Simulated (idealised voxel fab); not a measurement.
process module | voxel gate over fins
cross-section cut | 225 nm wide | cells 5 nm
A cross-section is a grid of square cells, given in bands from the top down. A band is one or more rows of cells.
Each band's line starts with the height of the band's top and of its bottom, in nm. Then come its materials from left to right, each with its width in nm. One material with "throughout" fills the band from edge to edge. "air" is empty space.
Height 0 is the level under which the wafer as received is all one material. The lowest band goes on downwards, as in "0 down".
A width such as "30 to 40" changes by the same amount from each row of cells to the next, from the band's top row to its bottom row.
"no change" after a step means that no cell of the cross-section changed.
closed voids: empty space of 8 cells or more with no open way to the top, each as width x height at its distance from the left edge, in nm
after a step's settings: what the simulator itself notes on the step
overlay nm, on a step with a mask: how far to the right of its planned place the mask lay; to the left if negative
plan
1 op RECEIVE | material Si
2 op CONFORMAL_DEP | material SiN | thk nm 10
3 op MASKED_ETCH | tone cover | mask id FINS | width nm 15 | pitch nm 60 | etch materials SiN | depth nm 10 | overlay nm 0
4 op MASKED_ETCH | tone cover | mask id FINS | width nm 15 | pitch nm 60 | etch materials Si | depth nm 40 | overlay nm 0
5 op OXIDIZE | depth nm 5
6 op FILL_DEP | material SiO2 | thk nm 10
7 op CMP | height nm 10
8 op MASKED_ETCH | tone open | mask id RAIL | width nm 15 | etch materials SiO2 | depth nm 45 | overlay nm 0
9 op CONFORMAL_DEP | material TiN | thk nm 5
10 op FILL_DEP | material W | thk nm 10
11 op CMP | height nm 10
12 op SELECTIVE_ETCH | etch materials W Ru TiN | depth nm 30
13 op FILL_DEP | material SiO2 | thk nm 5
14 op CMP | height nm 10
15 op SELECTIVE_ETCH | etch materials SiO2 | depth nm 20
16 op STRIP | etch materials SiN
17 op CONFORMAL_DEP | material HfO2 | thk nm 5
18 op CONFORMAL_DEP | material TiN | thk nm 5
19 op FILL_DEP | material W | thk nm 15
20 op CMP | height nm 20
21 op CONFORMAL_DEP | material SiCN | thk nm 5
first wafer, as planned
as received, after step 1
  0 down: Si throughout
  closed voids: none
after step 2
  10 to 0: SiN throughout
  below 0: unchanged
after step 3
  10 to 0: air 45 | SiN 15 | air 45 | SiN 15 | air 45 | SiN 15 | air 45
  below 0: unchanged
after step 4
  10 to 0: air 45 | SiN 15 | air 45 | SiN 15 | air 45 | SiN 15 | air 45
  0 to -40: air 45 | Si 15 | air 45 | Si 15 | air 45 | Si 15 | air 45
  below -40: unchanged
after step 5
  10 to 0: air 45 | SiN 15 | air 45 | SiN 15 | air 45 | SiN 15 | air 45
  0 to -40: air 45 | SiO2 5 | Si 5 | SiO2 5 | air 45 | SiO2 5 | Si 5 | SiO2 5 | air 45 | SiO2 5 | Si 5 | SiO2 5 | air 45
  -40 to -45: SiO2 50 | Si 5 | SiO2 55 | Si 5 | SiO2 55 | Si 5 | SiO2 50
  below -45: unchanged
after step 6
  20 to 10: SiO2 throughout
  10 to 0: SiO2 45 | SiN 15 | SiO2 45 | SiN 15 | SiO2 45 | SiN 15 | SiO2 45
  0 to -45: SiO2 50 | Si 5 | SiO2 55 | Si 5 | SiO2 55 | Si 5 | SiO2 50
  below -45: unchanged
after step 7
  10 to 0: SiO2 45 | SiN 15 | SiO2 45 | SiN 15 | SiO2 45 | SiN 15 | SiO2 45
  below 0: unchanged
after step 8
  10 to 0: SiO2 45 | SiN 15 | SiO2 15 | air 15 | SiO2 15 | SiN 15 | SiO2 45 | SiN 15 | SiO2 45
  0 to -35: SiO2 50 | Si 5 | SiO2 20 | air 15 | SiO2 20 | Si 5 | SiO2 55 | Si 5 | SiO2 50
  below -35: unchanged
after step 9
  15 to 10: TiN 80 | air 5 | TiN 140
  10 to 0: SiO2 45 | SiN 15 | SiO2 15 | TiN 5 | air 5 | TiN 5 | SiO2 15 | SiN 15 | SiO2 45 | SiN 15 | SiO2 45
  0 to -30: SiO2 50 | Si 5 | SiO2 20 | TiN 5 | air 5 | TiN 5 | SiO2 20 | Si 5 | SiO2 55 | Si 5 | SiO2 50
  -30 to -35: SiO2 50 | Si 5 | SiO2 20 | TiN 15 | SiO2 20 | Si 5 | SiO2 55 | Si 5 | SiO2 50
  below -35: unchanged
after step 10
  25 to 15: W throughout
  15 to 10: TiN 80 | W 5 | TiN 140
  10 to 0: SiO2 45 | SiN 15 | SiO2 15 | TiN 5 | W 5 | TiN 5 | SiO2 15 | SiN 15 | SiO2 45 | SiN 15 | SiO2 45
  0 to -30: SiO2 50 | Si 5 | SiO2 20 | TiN 5 | W 5 | TiN 5 | SiO2 20 | Si 5 | SiO2 55 | Si 5 | SiO2 50
  below -30: unchanged
after step 11
  10 to 0: SiO2 45 | SiN 15 | SiO2 15 | TiN 5 | W 5 | TiN 5 | SiO2 15 | SiN 15 | SiO2 45 | SiN 15 | SiO2 45
  below 0: unchanged
after step 12
  10 to 0: SiO2 45 | SiN 15 | SiO2 15 | air 15 | SiO2 15 | SiN 15 | SiO2 45 | SiN 15 | SiO2 45
  0 to -20: SiO2 50 | Si 5 | SiO2 20 | air 15 | SiO2 20 | Si 5 | SiO2 55 | Si 5 | SiO2 50
  below -20: unchanged
after step 13
  15 to 10: SiO2 throughout
  10 to 0: SiO2 45 | SiN 15 | SiO2 45 | SiN 15 | SiO2 45 | SiN 15 | SiO2 45
  0 to -20: SiO2 50 | Si 5 | SiO2 55 | Si 5 | SiO2 55 | Si 5 | SiO2 50
  below -20: unchanged
after step 14
  10 to 0: SiO2 45 | SiN 15 | SiO2 45 | SiN 15 | SiO2 45 | SiN 15 | SiO2 45
  below 0: unchanged
after step 15
  10 to 0: air 45 | SiN 15 | air 45 | SiN 15 | air 45 | SiN 15 | air 45
  0 to -10: air 50 | Si 5 | air 55 | Si 5 | air 55 | Si 5 | air 50
  below -10: unchanged
after step 16
  0 to -10: air 50 | Si 5 | air 55 | Si 5 | air 55 | Si 5 | air 50
  below -10: unchanged
after step 17
  5 to 0: air 45 | HfO2 15 | air 45 | HfO2 15 | air 45 | HfO2 15 | air 45
  0 to -5: air 45 | HfO2 5 | Si 5 | HfO2 5 | air 45 | HfO2 5 | Si 5 | HfO2 5 | air 45 | HfO2 5 | Si 5 | HfO2 5 | air 45
  -5 to -10: HfO2 50 | Si 5 | HfO2 55 | Si 5 | HfO2 55 | Si 5 | HfO2 50
  below -10: unchanged
after step 18
  10 to 5: air 40 | TiN 25 | air 35 | TiN 25 | air 35 | TiN 25 | air 40
  5 to 0: air 40 | TiN 5 | HfO2 15 | TiN 5 | air 35 | TiN 5 | HfO2 15 | TiN 5 | air 35 | TiN 5 | HfO2 15 | TiN 5 | air 40
  0 to -5: TiN 45 | HfO2 5 | Si 5 | HfO2 5 | TiN 45 | HfO2 5 | Si 5 | HfO2 5 | TiN 45 | HfO2 5 | Si 5 | HfO2 5 | TiN 45
  below -5: unchanged
after step 19
  25 to 10: W throughout
  10 to 5: W 40 | TiN 25 | W 35 | TiN 25 | W 35 | TiN 25 | W 40
  5 to 0: W 40 | TiN 5 | HfO2 15 | TiN 5 | W 35 | TiN 5 | HfO2 15 | TiN 5 | W 35 | TiN 5 | HfO2 15 | TiN 5 | W 40
  below 0: unchanged
after step 20
  20 to 10: W throughout
  below 10: unchanged
after step 21
  25 to 20: SiCN throughout
  below 20: unchanged
second wafer: like start, like plan, one mistake. Through step 16 it matches the first wafer
when step 17 should have ended
  5 to 0: air 45 | SiO2 15 | air 45 | SiO2 15 | air 45 | SiO2 15 | air 45
  0 to -5: air 45 | SiO2 5 | Si 5 | SiO2 5 | air 45 | SiO2 5 | Si 5 | SiO2 5 | air 45 | SiO2 5 | Si 5 | SiO2 5 | air 45
  -5 to -20: SiO2 50 | Si 5 | SiO2 55 | Si 5 | SiO2 55 | Si 5 | SiO2 50
  below -20: unchanged
when step 18 should have ended
  10 to 5: air 40 | TiN 25 | air 35 | TiN 25 | air 35 | TiN 25 | air 40
  5 to 0: air 40 | TiN 5 | SiO2 15 | TiN 5 | air 35 | TiN 5 | SiO2 15 | TiN 5 | air 35 | TiN 5 | SiO2 15 | TiN 5 | air 40
  0 to -5: TiN 45 | SiO2 5 | Si 5 | SiO2 5 | TiN 45 | SiO2 5 | Si 5 | SiO2 5 | TiN 45 | SiO2 5 | Si 5 | SiO2 5 | TiN 45
  below -5: unchanged
when step 19 should have ended
  25 to 10: W throughout
  10 to 5: W 40 | TiN 25 | W 35 | TiN 25 | W 35 | TiN 25 | W 40
  5 to 0: W 40 | TiN 5 | SiO2 15 | TiN 5 | W 35 | TiN 5 | SiO2 15 | TiN 5 | W 35 | TiN 5 | SiO2 15 | TiN 5 | W 40
  below 0: unchanged
when step 20 should have ended
  20 to 10: W throughout
  below 10: unchanged
when step 21 should have ended
  25 to 20: SiCN throughout
  below 20: unchanged
what went wrong: step 17 ran as: op CONFORMAL_DEP | material SiO2 | thk nm 5
at the end the second wafer has, in cells: 57 fewer of HfO2 | 57 more of SiO2
